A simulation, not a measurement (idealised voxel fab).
process module | voxel capacitor over wiring
cross-section cut | 290 nm wide | cells 5 nm
A cross-section is a grid of square cells, given in bands from the top down. A band is one or more rows of cells.
Each band's line starts with the height of the band's top and of its bottom, in nm. Then come its materials from left to right, each with its width in nm. One material with "throughout" fills the band from edge to edge. "air" is empty space.
Height 0 is the level under which the wafer as received is all one material. The lowest band goes on downwards, as in "0 down".
A width such as "30 to 40" changes by the same amount from each row of cells to the next, from the band's top row to its bottom row.
"no change" after a step means that no cell of the cross-section changed.
closed voids: empty space of 8 cells or more with no open way to the top, each as width x height at its distance from the left edge, in nm
after a step's settings: what the simulator itself notes on the step
overlay nm, on a step with a mask: how far to the right of its planned place the mask lay; to the left if negative
plan
1 op RECEIVE | material Si
2 op CONFORMAL_DEP | material SiO2 | thk nm 10
3 op DIRECTIONAL_DEP | material TiN | thk nm 5
4 op DIRECTIONAL_DEP | material W | thk nm 25
5 op MASKED_ETCH | tone cover | mask id METAL_1 | width nm 20 | pitch nm 90 | etch materials W | depth nm 25 | overlay nm 0
6 op MASKED_ETCH | tone cover | mask id METAL_1 | width nm 20 | pitch nm 90 | etch materials TiN | depth nm 5 | overlay nm 0
7 op FILL_DEP | material SiO2 | thk nm 10
8 op CMP | height nm 40
9 op CONFORMAL_DEP | material SiCN | thk nm 5
10 op DIRECTIONAL_DEP | material SiO2 | thk nm 20
11 op MASKED_ETCH | tone open | mask id PLUG_1 | width nm 15 | etch materials SiO2 | depth nm 20 | overlay nm 0
12 op MASKED_ETCH | tone open | mask id PLUG_1 | width nm 15 | etch materials SiCN | depth nm 5 | overlay nm 0
13 op EPI | material Ru | thk nm 10
14 op EPI | material Ru | thk nm 10
15 op EPI | material Ru | thk nm 5
16 op DIRECTIONAL_DEP | material TiN | thk nm 10
17 op DIRECTIONAL_DEP | material HfO2 | thk nm 5
18 op DIRECTIONAL_DEP | material TiN | thk nm 5
19 op MASKED_ETCH | tone cover | mask id UPPER_PLATE | width nm 75 | etch materials TiN | depth nm 5 | overlay nm 0
20 op MASKED_ETCH | tone cover | mask id UPPER_PLATE | width nm 75 | etch materials HfO2 | depth nm 5 | overlay nm 0
21 op DIRECTIONAL_DEP | material aC | thk nm 15
22 op PATTERN | tone cover | mask id LOWER_PLATE | material resist | width nm 85 | thk nm 30 | overlay nm 0
23 op DIRECTIONAL_ETCH | etch materials aC | depth nm 15
24 op STRIP | etch materials resist
25 op DIRECTIONAL_ETCH | etch materials TiN | depth nm 10
26 op STRIP | etch materials aC
27 op FILL_DEP | material SiO2 | thk nm 15
28 op CMP | height nm 95
29 op DIRECTIONAL_DEP | material aC | thk nm 15
30 op PATTERN | tone open | mask id PLUG_2 | material resist | width nm 15 | thk nm 30 | overlay nm 0
31 op DIRECTIONAL_ETCH | etch materials aC | depth nm 15
32 op STRIP | etch materials resist
33 op DIRECTIONAL_ETCH | etch materials SiO2 | depth nm 10
34 op STRIP | etch materials aC
35 op CONFORMAL_DEP | material TiN | thk nm 5
36 op FILL_DEP | material W | thk nm 5
37 op CMP | height nm 95
38 op CONFORMAL_DEP | material SiCN | thk nm 5
as received, after step 1
  0 down: Si throughout
  closed voids: none
a wafer at the end: this start, this plan, one mistake
  100 to 95: SiCN throughout
  95 to 90: SiO2 105 | TiN 5 | W 5 | TiN 5 | SiO2 170
  90 to 80: SiO2 105 to 95 | TiN 15 to 35 | SiO2 170 to 160
  80 to 75: SiO2 95 | HfO2 35 | SiO2 160
  75 to 65: SiO2 90 | TiN 40 | SiO2 160
  65 to 60: SiO2 75 | Ru 55 | TiN 40 | SiO2 120
  60 to 55: SiO2 75 | Ru 55 | HfO2 40 | SiO2 120
  55 to 45: SiO2 75 | Ru 55 | TiN 45 | SiO2 115
  45 to 40: SiCN 95 | Ru 15 | SiCN 180
  40 to 15: SiO2 90 | W 20 | SiO2 70 | W 20 | SiO2 90
  15 to 10: SiO2 90 | TiN 20 | SiO2 70 | TiN 20 | SiO2 90
  10 to 0: SiO2 throughout
  0 down: Si throughout
  closed voids: none
what went wrong: step 10 was left out
